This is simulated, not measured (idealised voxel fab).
process module | voxel transistor to metal
Cross-sectional view cut (width: 185 nm; square cell size: 5 nm).
In what follows, cross-sections appear as grids of square cells, described through bands that run from the top down, where every band is one or more rows of cells.
Top, bottom (nm), then materials left to right with widths (nm); lone material tagged "all across" fills the whole band edge to edge; "blank" = empty space.
Heights are expressed relative to 0, this being the level below which the as-received wafer comprises one material exclusively. The lowest band is unbounded in the downward direction and is denoted as in "0 down".
Width "30 to 40": first value at the band's top row of cells, second value at its bottom row, equal change from row to row.
"changes: none" -> step changed no cross-section cell.
"Enclosed internal cavities" lists enclosed empty spaces (at least 8 cells, no open path upward to the top), each as width x height at distance from the left edge, in nm.
Post-settings text on a step line: simulator's own remark regarding the step.
Among the settings permitted on a step's line is "overlay nm"; applied to a step with a mask, it specifies the extent to which the mask lay to the right of its planned position, whereas a negative figure signifies a position to the left.
PLAN
| 1 | RECEIVE (material Si) |
| 2 | CONFORMAL_DEP (material SiO2; thk nm 5) |
| 3 | CONFORMAL_DEP (material SiN; thk nm 10) |
| 4 | MASKED_ETCH (tone cover; mask id ACTIVE; width nm 105; etch materials SiN; depth nm 10; overlay nm 0) |
| 5 | MASKED_ETCH (tone cover; mask id ACTIVE; width nm 105; etch materials SiO2; depth nm 5; overlay nm 0) |
| 6 | MASKED_ETCH (tone cover; mask id ACTIVE; width nm 105; etch materials Si; depth nm 20; overlay nm 0) |
| 7 | OXIDIZE (depth nm 5) |
| 8 | FILL_DEP (material SiO2; thk nm 5) |
| 9 | CMP (height nm 15) |
| 10 | SELECTIVE_ETCH (etch materials SiO2; depth nm 10) |
| 11 | STRIP (etch materials SiN) |
| 12 | SELECTIVE_ETCH (etch materials SiO2; depth nm 5) |
| 13 | OXIDIZE (depth nm 5) |
| 14 | DIRECTIONAL_DEP (material polySi; thk nm 25) |
| 15 | DIRECTIONAL_DEP (material SiCN; thk nm 15) |
| 16 | DIRECTIONAL_DEP (material aC; thk nm 10) |
| 17 | PATTERN (tone cover; mask id GATE; material resist; width nm 15; thk nm 30; overlay nm 0) |
| 18 | DIRECTIONAL_ETCH (etch materials aC; depth nm 10) |
| 19 | STRIP (etch materials resist) |
| 20 | DIRECTIONAL_ETCH (etch materials SiCN; depth nm 25) |
| 21 | DIRECTIONAL_ETCH (etch materials polySi; depth nm 35) |
| 22 | STRIP (etch materials aC) |
| 23 | CONFORMAL_DEP (material SiO2; thk nm 5) |
| 24 | DIRECTIONAL_ETCH (etch materials SiO2; depth nm 5) |
| 25 | CONFORMAL_DEP (material SiN; thk nm 5) |
| 26 | DIRECTIONAL_ETCH (etch materials SiN; depth nm 5) |
| 27 | DIRECTIONAL_ETCH (etch materials SiO2; depth nm 5) |
| 28 | DIRECTIONAL_ETCH (etch materials Si; depth nm 5) |
| 29 | EPI (material pSi; thk nm 10) |
| 30 | FILL_DEP (material SiO2; thk nm 10) |
| 31 | CMP (height nm 40) |
| 32 | DIRECTIONAL_DEP (material SiO2; thk nm 10) |
| 33 | PATTERN (tone open; mask id CONTACT; material resist; width nm 20; pitch nm 75; thk nm 15; overlay nm 0) |
| 34 | DIRECTIONAL_ETCH (etch materials SiO2; depth nm 50) |
| 35 | STRIP (etch materials resist) |
| 36 | CONFORMAL_DEP (material TiN; thk nm 5) |
| 37 | FILL_DEP (material W; thk nm 10) |
| 38 | CMP (height nm 50) |
| 39 | DIRECTIONAL_DEP (material TiN; thk nm 5) |
| 40 | DIRECTIONAL_DEP (material Ru; thk nm 25) |
| 41 | DIRECTIONAL_DEP (material aC; thk nm 10) |
| 42 | PATTERN (tone cover; mask id METAL_1; material resist; width nm 20; pitch nm 75; thk nm 30; overlay nm 0) |
| 43 | DIRECTIONAL_ETCH (etch materials aC; depth nm 10) |
| 44 | STRIP (etch materials resist) |
| 45 | DIRECTIONAL_ETCH (etch materials Ru; depth nm 25) |
| 46 | DIRECTIONAL_ETCH (etch materials TiN; depth nm 5) |
| 47 | STRIP (etch materials aC) |
| 48 | CONFORMAL_DEP (material SiN; thk nm 5) |
| 49 | FILL_DEP (material lowk; thk nm 5) |
| 50 | CMP (height nm 80) |
| 51 | CONFORMAL_DEP (material SiCN; thk nm 5) |
SHOWN IN CROSS-SECTION IS THE WAFER AS RECEIVED, THAT IS, AS IT STANDS AFTER STEP 1
0 down: Si all across
Enclosed internal cavities: none
FIGURE: CROSS-SECTIONAL VIEW OF THE WAFER UPON COMPLETION OF THE MODULE, PROCESSED FROM THE INITIAL STATE AND ACCORDING TO THE PLAN DEPICTED ABOVE, WITH ONE ERROR INTRODUCED DURING EXECUTION
85 to 80: SiCN all across
80 to 55: 35 nm lowk; 5 nm SiN; 30 nm Ru; 5 nm SiN; 35 nm lowk; 5 nm SiN; 30 nm Ru; 5 nm SiN; 35 nm lowk
55 to 50: 40 nm SiN; 30 nm TiN; 45 nm SiN; 30 nm TiN; 40 nm SiN
50 to 40: 45 nm SiO2; 5 nm TiN; 10 nm W; 5 nm TiN; 55 nm SiO2; 5 nm TiN; 10 nm W; 5 nm TiN; 45 nm SiO2
40 to 25: 45 nm SiO2; 5 nm TiN; 10 nm W; 5 nm TiN; 10 nm SiO2; 5 nm SiN; 5 nm SiO2; 15 nm SiCN; 5 nm SiO2; 5 nm SiN; 10 nm SiO2; 5 nm TiN; 10 nm W; 5 nm TiN; 45 nm SiO2
25 to 5: 45 nm SiO2; 5 nm TiN; 10 nm W; 5 nm TiN; 10 nm SiO2; 5 nm SiN; 5 nm SiO2; 15 nm polySi; 5 nm SiO2; 5 nm SiN; 10 nm SiO2; 5 nm TiN; 10 nm W; 5 nm TiN; 45 nm SiO2
5 to 0: 45 nm SiO2; 20 nm TiN; 10 nm pSi; 5 nm SiN; 5 nm SiO2; 15 nm polySi; 5 nm SiO2; 5 nm SiN; 10 nm pSi; 20 nm TiN; 45 nm SiO2
0 to -5: 40 nm SiO2; 35 nm pSi; 35 nm SiO2; 35 nm pSi; 40 nm SiO2
-5 to -10: 45 nm SiO2; 30 nm pSi; 35 nm Si; 30 nm pSi; 45 nm SiO2
-10 to -25: 45 nm SiO2; 95 nm Si; 45 nm SiO2
-25 down: Si all across
Enclosed internal cavities: none
What was done differently from what was planned? planned and actual differ for step 42; actual: PATTERN (tone cover; mask id METAL_1; material resist; width nm 30; pitch nm 75; thk nm 30; overlay nm 0)
